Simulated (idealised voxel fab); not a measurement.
Herein follows the process module entitled voxel wiring stack.
The cross-section on display is named cut; it measures 175 nm wide, and its cells are 5 nm squares.
We lay out every cross-section as a grid of square cells and spell it out in bands from the top down, where one band means one or more rows of cells.
Each band's line starts with the height of the band's top and of its bottom, in nm. Then come its materials from left to right, each with its width in nm. One material with "throughout" fills the band from edge to edge. "blank" is empty space.
Ref level 0: as-received wafer is one material below here. Bottom band extends down with no lower bound ("0 -> down").
The width entry "30 to 40" should be interpreted row by row: the top row of cells in the band takes the first number, the bottom row takes the second number, and the change between adjacent rows is uniform throughout.
Basically "nothing was modified" means that step didn't change any cell in the cross-section.
The entry "Sealed void list" lists the empty spaces that cover at least 8 cells and have no open path to the top. Each is written as width x height at distance, where the distance is measured from the left edge and all three values are in nm.
On each step's line, the part that comes after the settings is the simulator's own comment on the step.
Regarding "overlay nm": on a step with a mask, it is the distance the mask lay to the right of its planned place; a negative value places it to the left.

These are the steps we planned for the process:
| 1 | RECEIVE [material Si] |
| 2 | CONFORMAL_DEP [material SiO2] [thk nm 15] |
| 3 | DIRECTIONAL_DEP [material TiN] [thk nm 5] |
| 4 | DIRECTIONAL_DEP [material Ru] [thk nm 25] |
| 5 | DIRECTIONAL_DEP [material aC] [thk nm 15] |
| 6 | PATTERN [tone cover] [mask id METAL_1] [material resist] [width nm 30] [pitch nm 50] [thk nm 30] [overlay nm 0] |
| 7 | DIRECTIONAL_ETCH [etch materials aC] [depth nm 15] |
| 8 | STRIP [etch materials resist] |
| 9 | DIRECTIONAL_ETCH [etch materials Ru] [depth nm 25] |
| 10 | DIRECTIONAL_ETCH [etch materials TiN] [depth nm 5] |
| 11 | STRIP [etch materials aC] |
| 12 | FILL_DEP [material lowk] [thk nm 10] |
| 13 | CMP [height nm 45] |
| 14 | CONFORMAL_DEP [material SiCN] [thk nm 5] |
| 15 | DIRECTIONAL_DEP [material SiO2] [thk nm 30] |
| 16 | MASKED_ETCH [tone open] [mask id METAL_2] [width nm 30] [pitch nm 50] [etch materials SiO2] [depth nm 15] [overlay nm 0] |
| 17 | PATTERN [tone open] [mask id METAL_2_HOLES] [material resist] [width nm 15] [pitch nm 50] [thk nm 20] [overlay nm 0] |
| 18 | DIRECTIONAL_ETCH [etch materials SiO2] [depth nm 15] |
| 19 | DIRECTIONAL_ETCH [etch materials SiCN] [depth nm 5] |
| 20 | STRIP [etch materials resist] |
| 21 | CONFORMAL_DEP [material TiN] [thk nm 5] |
| 22 | FILL_DEP [material Ru] [thk nm 10] |
| 23 | CMP [height nm 80] |
| 24 | CONFORMAL_DEP [material SiCN] [thk nm 5] |
| 25 | DIRECTIONAL_DEP [material lowk] [thk nm 10] |
| 26 | PATTERN [tone open] [mask id PLUG_2] [material resist] [width nm 15] [thk nm 20] [overlay nm 0] |
| 27 | DIRECTIONAL_ETCH [etch materials lowk] [depth nm 10] |
| 28 | DIRECTIONAL_ETCH [etch materials SiCN] [depth nm 5] |
| 29 | STRIP [etch materials resist] |
| 30 | EPI [material Ru] [thk nm 10] |
| 31 | EPI [material Ru] [thk nm 5] |
| 32 | DIRECTIONAL_DEP [material TiN] [thk nm 5] |
| 33 | DIRECTIONAL_DEP [material Ru] [thk nm 20] |
| 34 | DIRECTIONAL_DEP [material aC] [thk nm 10] |
| 35 | PATTERN [tone cover] [mask id METAL_3] [material resist] [width nm 30] [pitch nm 50] [thk nm 30] [overlay nm 0] |
| 36 | DIRECTIONAL_ETCH [etch materials aC] [depth nm 10] |
| 37 | STRIP [etch materials resist] |
| 38 | DIRECTIONAL_ETCH [etch materials Ru] [depth nm 20] |
| 39 | DIRECTIONAL_ETCH [etch materials TiN] [depth nm 5] |
| 40 | STRIP [etch materials aC] |
| 41 | FILL_DEP [material lowk] [thk nm 5] |
| 42 | CMP [height nm 120] |
| 43 | CONFORMAL_DEP [material SiCN] [thk nm 5] |
For this document, wafers share an identical start and vary in the step 26 width nm; the plan quotes the first wafer's value.

first wafer as received, after step 1:
0 -> down: Si throughout
Sealed void list: none

Shown in cross-section: the first of several wafers at the end of the module, after its last step, step 43:
125 -> 120: SiCN throughout
120 -> 100: 45 lowk, then 30 Ru, then 20 lowk, then 30 Ru, then 50 lowk
100 -> 95: 45 lowk, then 30 TiN, then 20 lowk, then 30 TiN, then 50 lowk
95 -> 85: 45 lowk, then 15 Ru, then 115 lowk
85 -> 80: 45 SiCN, then 15 Ru, then 115 SiCN
80 -> 70: 45 SiO2, then 5 TiN, then 20 Ru, then 5 TiN, then 20 SiO2, then 5 TiN, then 20 Ru, then 5 TiN, then 50 SiO2
70 -> 65: 45 SiO2, then 5 TiN, then 5 Ru, then 20 TiN, then 20 SiO2, then 5 TiN, then 5 Ru, then 20 TiN, then 50 SiO2
65 -> 50: 45 SiO2, then 5 TiN, then 5 Ru, then 5 TiN, then 35 SiO2, then 5 TiN, then 5 Ru, then 5 TiN, then 65 SiO2
50 -> 45: 45 SiCN, then 15 TiN, then 35 SiCN, then 15 TiN, then 65 SiCN
45 -> 20: 45 lowk, then 30 Ru, then 20 lowk, then 30 Ru, then 50 lowk
20 -> 15: 45 lowk, then 30 TiN, then 20 lowk, then 30 TiN, then 50 lowk
15 -> 0: SiO2 throughout
0 -> down: Si throughout
Sealed void list: none

Here we cross-sectioned the last of the wafers once the module was done:
125 -> 120: SiCN throughout
120 -> 100: 45 lowk, then 30 Ru, then 20 lowk, then 30 Ru, then 50 lowk
100 -> 95: 45 lowk, then 30 TiN, then 20 lowk, then 30 TiN, then 50 lowk
95 -> 85: 40 lowk, then 30 Ru, then 105 lowk
85 -> 80: 40 SiCN, then 30 Ru, then 105 SiCN
80 -> 70: 45 SiO2, then 5 TiN, then 20 Ru, then 5 TiN, then 20 SiO2, then 5 TiN, then 20 Ru, then 5 TiN, then 50 SiO2
70 -> 65: 45 SiO2, then 5 TiN, then 5 Ru, then 20 TiN, then 20 SiO2, then 5 TiN, then 5 Ru, then 20 TiN, then 50 SiO2
65 -> 50: 45 SiO2, then 5 TiN, then 5 Ru, then 5 TiN, then 35 SiO2, then 5 TiN, then 5 Ru, then 5 TiN, then 65 SiO2
50 -> 45: 45 SiCN, then 15 TiN, then 35 SiCN, then 15 TiN, then 65 SiCN
45 -> 20: 45 lowk, then 30 Ru, then 20 lowk, then 30 Ru, then 50 lowk
20 -> 15: 45 lowk, then 30 TiN, then 20 lowk, then 30 TiN, then 50 lowk
15 -> 0: SiO2 throughout
0 -> down: Si throughout
Sealed void list: none

Table: wafers, a row each; end-of-module cell change per material since receipt, gain (+), loss (-); then closed voids:
width nm 15; +141 Ru; +96 SiCN; +261 SiO2; +60 TiN; +317 lowk; Sealed void list: none
width nm 20; +144 Ru; +95 SiCN; +261 SiO2; +60 TiN; +315 lowk; Sealed void list: none
width nm 25; +147 Ru; +94 SiCN; +261 SiO2; +60 TiN; +313 lowk; Sealed void list: none
width nm 30; +150 Ru; +93 SiCN; +261 SiO2; +60 TiN; +311 lowk; Sealed void list: none
